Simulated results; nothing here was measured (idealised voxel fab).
Module name: voxel ribs on slabs (process module)
Section shown: cut. Width: 195 nm. Cell size: 5 nm, square.
A cross-section is written here as square cells arranged in a grid, and it is given in bands from the top down, each band taking up one or more rows of cells. Heights first: top, then bottom, in nm. Then materials, left to right, each with a width in nm. "all across" on a single material: fills the band edge to edge. "blank": empty space. A quick word on heights: they are counted from 0, and under that level the wafer as it came to us is one material throughout. The lowest band is different from the rest in having no bottom; it simply continues downward, written as in "0 down". A width given as "30 to 40" starts at the first number in the band's top row and ends at the second number in its bottom row, shifting by an equal amount at every step from row to row. Key: "changes: none" - step with no changed cell in the cross-section. "Enclosed internal voids" contains a list of empty spaces, each no smaller than 8 cells and without an open way to the top, written in the form width x height at distance with the distance from the left edge and all three in nm. The remark found on a step's line after its settings is issued by the simulator itself and pertains to that step. "overlay nm" answers the question of how far to the right of plan the mask lay on a step that has a mask, and when it is negative the answer is to the left.
## Steps planned for the process
| 1 | RECEIVE (material Si) |
| 2 | DIRECTIONAL_DEP (material SiO2; thk nm 30) |
| 3 | DIRECTIONAL_DEP (material SiN; thk nm 25) |
| 4 | PATTERN (tone cover; mask id RIB; material resist; width nm 30; thk nm 15; overlay nm 0) |
| 5 | DIRECTIONAL_ETCH (etch materials SiN; depth nm 15) |
| 6 | STRIP (etch materials resist) |
| 7 | DIRECTIONAL_DEP (material aC; thk nm 10) |
| 8 | PATTERN (tone cover; mask id SLAB; material resist; width nm 70; thk nm 25; overlay nm 0) |
| 9 | DIRECTIONAL_ETCH (etch materials aC; depth nm 10) |
| 10 | STRIP (etch materials resist) |
| 11 | DIRECTIONAL_ETCH (etch materials SiN; depth nm 10) |
| 12 | STRIP (etch materials aC) |
| 13 | FILL_DEP (material SiO2; thk nm 25) |
| 14 | CMP (height nm 70) |
| 15 | DIRECTIONAL_DEP (material W; thk nm 10) |
| 16 | DIRECTIONAL_DEP (material aC; thk nm 15) |
| 17 | PATTERN (tone cover; mask id HEATER; material resist; width nm 40; thk nm 35; overlay nm 0) |
| 18 | DIRECTIONAL_ETCH (etch materials aC; depth nm 15) |
| 19 | STRIP (etch materials resist) |
| 20 | DIRECTIONAL_ETCH (etch materials W; depth nm 10) |
| 21 | STRIP (etch materials aC) |
| 22 | CONFORMAL_DEP (material SiO2; thk nm 10) |
## Incoming wafer in cross-section (state: after step 1)
0 down = Si all across
Enclosed internal voids: none
## Cross-section taken at module completion on the first of two wafers; processed per the plan
90 to 80 = blank (65)  SiO2 (60)  blank (70)
80 to 70 = SiO2 (75)  W (40)  SiO2 (80)
70 to 55 = SiO2 all across
55 to 40 = SiO2 (80)  SiN (30)  SiO2 (85)
40 to 30 = SiO2 (60)  SiN (70)  SiO2 (65)
30 to 0 = SiO2 all across
0 down = Si all across
Enclosed internal voids: none
## The second wafer, shown in cross-section after the module: started the same way as the first and given the same plan, yet one mistake crept into how it was run
90 to 80 = blank (65)  SiO2 (60)  blank (70)
80 to 70 = SiO2 (75)  W (40)  SiO2 (80)
70 to 55 = SiO2 all across
55 to 40 = SiO2 (80)  SiN (35)  SiO2 (80)
40 to 30 = SiO2 (60)  SiN (70)  SiO2 (65)
30 to 0 = SiO2 all across
0 down = Si all across
Enclosed internal voids: none
What was the processing mistake? step 4 ran as: PATTERN (tone cover; mask id RIB; material resist; width nm 35; thk nm 15; overlay nm 0)
Final cells, second wafer relative to first, materials higher or lower: 3 more of SiN; 3 fewer of SiO2
